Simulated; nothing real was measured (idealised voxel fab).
A process module follows: voxel spacer lines.
Square cell edge 5 nm, section width 250 nm, ID cut.
Just so we're on the same page, the cross-sections are grids of square cells, and they're listed out in bands top to bottom, each band one or more rows deep.
Look at the band entry: it leads with the top's height and the bottom's height in nm. Then it lists the materials left to right, with a width in nm for each. The word "throughout" on a single material says that material fills the band edge to edge. The word "air" is empty space.
Heights are expressed relative to 0, this being the level below which the as-received wafer comprises one material exclusively. The lowest band is unbounded in the downward direction and is denoted as in "0 nm and below".
So if you see something like "30 to 40" for the width, read it as the top row of the band sitting at the first number and the bottom row at the second, with every row in between moving by the same amount as the last.
"nothing got changed" -> step changed no cross-section cell.
So "Sealed cavities" is basically the list of trapped voids: any empty space of 8 cells or more that can't reach the top through an opening. They're written width x height at distance, the distance being from the left edge, and it's all nm.
Note: text after step settings on the step line = simulator remark on that step.
A step's line can hold "overlay nm"; with a mask on that step, the setting says how far right of the planned place the mask lay, while a negative setting says it lay to the left.

## Intended process steps
step 1: op RECEIVE | material Si
step 2: op CONFORMAL_DEP | material SiO2 | thk nm 10
step 3: op DIRECTIONAL_DEP | material TiN | thk nm 15
step 4: op DIRECTIONAL_DEP | material aC | thk nm 30
step 5: op PATTERN | tone cover | mask id MANDREL | material resist | width nm 25 | pitch nm 80 | thk nm 35 | overlay nm 0
step 6: op DIRECTIONAL_ETCH | etch materials aC | depth nm 30
step 7: op STRIP | etch materials resist
step 8: op CONFORMAL_DEP | material SiN | thk nm 15
step 9: op DIRECTIONAL_ETCH | etch materials SiN | depth nm 15
step 10: op STRIP | etch materials aC
step 11: op DIRECTIONAL_ETCH | etch materials TiN | depth nm 15
step 12: op STRIP | etch materials SiN

## This is the cross-section of the wafer as we received it, i.e. after step 1
> 0 nm and below: Si throughout
> Sealed cavities: none

## Wafer at module end, in section. Began as above, planned as above, run with one mistake
> 25 nm to 20 nm: air=55 / TiN=15 / air=25 / TiN=15 / air=25 / TiN=15 / air=25 / TiN=15 / air=60
> 20 nm to 10 nm: TiN throughout
> 10 nm to 0 nm: SiO2 throughout
> 0 nm and below: Si throughout
> Sealed cavities: none
Diagnosis: contrary to plan, step 11 was performed as op DIRECTIONAL_ETCH | etch materials TiN | depth nm 5
